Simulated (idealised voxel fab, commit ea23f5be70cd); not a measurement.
A process module follows: voxel local oxidation.
The width of the displayed cross-section, cut, is 265 nm; its cells are square, with a size of 5 nm.
Notation: cross-section as square-cell grid; stated in bands, top first, going down; one or more cell rows per band. The entry gives the band's vertical extent as a top height and a bottom height in nm, then its horizontal make-up as materials from left to right, each with a width in nm. "air" stands for empty space; a single material marked "throughout" fills the band edge to edge. Height is counted from the level 0, under which the received wafer is composed throughout of one material. The lowest of the bands is not closed at the bottom but continues downward, in the notation "z 0 and below". Width: "30..40" (first number = top row, second number = bottom row, same change from row to row of cells). You'll sometimes find "changes: none" written for a step, and that's the way of saying that nowhere in the cross-section did a cell change during that step. In "Closed voids list" the enclosed voids are listed, meaning empty spaces of 8 cells or larger without any opening to the top. The form is width x height at distance, distance from the left edge, units nm. What comes after the settings on a step's line is commentary from the simulator itself on that step. The line of a step may include "overlay nm". On a step with a mask, this value is how far to the right of its planned place the mask lay. A negative value means the mask lay to the left.
-- Set out below are the planned steps of the process
1. RECEIVE, material Si
2. OXIDIZE, depth nm 5
3. CONFORMAL_DEP, material SiN, thk nm 15
4. MASKED_ETCH, tone cover, mask id ACTIVE, width nm 100, etch materials SiN, depth nm 15, overlay nm 0
5. SELECTIVE_ETCH, etch materials SiO2, depth nm 5
6. OXIDIZE, depth nm 10
7. STRIP, etch materials SiN
-- The first of the two wafers, which ran as planned
-- The cross-section here shows the wafer as received, i.e. in its state after step 1
  z 0 and below | Si throughout
  Closed voids list: none
-- Cross-sectional representation of the wafer at the conclusion of step 2
  z 0 to -5 | SiO2 throughout
  Note: structure below -5 unchanged.
-- Cross-sectional representation of the wafer at the conclusion of step 3
  z 15 to 0 | SiN throughout
  Note: structure below 0 unchanged.
-- Cross-sectional representation of the wafer at the conclusion of step 4
  z 15 to 0 | air=80  SiN=100  air=85
  Note: structure below 0 unchanged.
-- Cross-sectional representation of the wafer at the conclusion of step 5
  z 15 to 0 | air=80  SiN=100  air=85
  z 0 to -5 | air=85  SiO2=90  air=90
  Note: structure below -5 unchanged.
-- Cross-sectional representation of the wafer at the conclusion of step 6
  z 15 to 0 | air=80  SiN=100  air=85
  z 0 to -5 | air=85  SiO2=90  air=90
  z -5 to -15 | SiO2=95  Si=70  SiO2=100
  Note: structure below -15 unchanged.
-- Cross-sectional representation of the wafer at the conclusion of step 7
  z 0 to -5 | air=85  SiO2=90  air=90
  Note: structure below -5 unchanged.
-- Second wafer: same start and same plan as the first, one execution error; identical to the first through step 2
Cross-section, second wafer, at the end time the plan gives for step 3: changes: none
Cross-section, second wafer, at the end time the plan gives for step 4: changes: none
-- Cross-section, second wafer, at the end time the plan gives for step 5
  z -5 and below | Si throughout
-- Cross-section, second wafer, at the end time the plan gives for step 6
  z -5 to -15 | SiO2 throughout
  Note: structure below -15 unchanged.
Cross-section, second wafer, at the end time the plan gives for step 7: changes: none
Run error: step 3 of the plan was jumped over and never run
Counted in cells at the end, the second wafer holds more or fewer of these materials than the first: Si -28; SiO2 +10
